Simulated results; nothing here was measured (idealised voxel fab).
The document below concerns the process module designated voxel tone inversion.
Shown is cross-section cut, with a width of 255 nm and square cells of size 5 nm.
If you're reading a cross-section in this doc, picture square cells in a grid; it comes to you as bands, top ones listed first down to the bottom, and a band can be one or more rows of cells.
Within each band entry, the heights of the top and of the bottom of the band appear first, in that order and in nm; the materials of the band then follow from left to right, each with its corresponding width in nm. The designation "full width" on a single material indicates that it fills the band from edge to edge; the designation "air" indicates empty space.
Height datum 0, below which the as-received substrate wafer is one material. Lowest band open at the bottom, running downward: "0..down".
You'd read "30..40" like this: the band's top row of cells is as wide as the first number, its bottom row is as wide as the second, and going down, every row changes width by the same amount as the row before did.
Where a step carries "nothing got changed", the cross-section came out of it unchanged, cell for cell.
Each empty space that has no open way to the top and spans at least 8 cells appears under "Closed void list" as width x height at distance, the distance counted from the left edge, all in nm.
That trailing text on a step's line, after the settings, is the simulator's own remark on the step.
For masked steps, "overlay nm" on the step line gives how far right of plan the mask actually lay; a minus sign means it lay to the left.

[Here's what the planned process steps look like]
- 1: op RECEIVE | material Si
- 2: op CONFORMAL_DEP | material SiN | thk nm 5
- 3: op DIRECTIONAL_DEP | material polySi | thk nm 15
- 4: op PATTERN | tone cover | mask id POSTS | material resist | width nm 25 | pitch nm 40 | thk nm 25 | overlay nm 0
- 5: op DIRECTIONAL_ETCH | etch materials polySi | depth nm 15
- 6: op STRIP | etch materials resist
- 7: op FILL_DEP | material lowk | thk nm 5
- 8: op CMP | height nm 20
- 9: op STRIP | etch materials polySi
- 10: op CONFORMAL_DEP | material TiN | thk nm 5
- 11: op FILL_DEP | material Cu | thk nm 10
- 12: op CMP | height nm 10
- 13: op CONFORMAL_DEP | material SiN | thk nm 5
Don't read the plan's height nm for step 12 as applying to every wafer: that's the first wafer's value, and the wafers differ in it, though they all start identical.

[The first of several wafers as received, shown in cross-section; this is its state after step 1]
* 0..down  Si full width
* Closed void list: none

[First of several wafers in cross-section at module end, following the final step, step 13]
* 15..10  SiN full width
* 10..5  lowk (95)  TiN (25)  lowk (15)  TiN (25)  lowk (95)
* 5..0  SiN full width
* 0..down  Si full width
* Closed void list: none

[Here we cross-sectioned the last of the wafers once the module was done]
* 40..35  SiN full width
* 35..25  Cu full width
* 25..20  TiN (100)  Cu (15)  TiN (25)  Cu (15)  TiN (100)
* 20..10  lowk (95)  TiN (5)  Cu (15)  TiN (5)  lowk (15)  TiN (5)  Cu (15)  TiN (5)  lowk (95)
* 10..5  lowk (95)  TiN (25)  lowk (15)  TiN (25)  lowk (95)
* 5..0  SiN full width
* 0..down  Si full width
* Closed void list: none

[Per wafer (row), end of module: delta in cells per material since receipt, (+) for gained, (-) for lost; closed voids after that]
height nm 10, +102 SiN, +10 TiN, +41 lowk, Closed void list: none
height nm 15, +6 Cu, +102 SiN, +14 TiN, +82 lowk, Closed void list: none
height nm 20, +12 Cu, +102 SiN, +18 TiN, +123 lowk, Closed void list: none
height nm 25, +18 Cu, +102 SiN, +63 TiN, +123 lowk, Closed void list: none
height nm 30, +69 Cu, +102 SiN, +63 TiN, +123 lowk, Closed void list: none
height nm 35, +120 Cu, +102 SiN, +63 TiN, +123 lowk, Closed void list: none
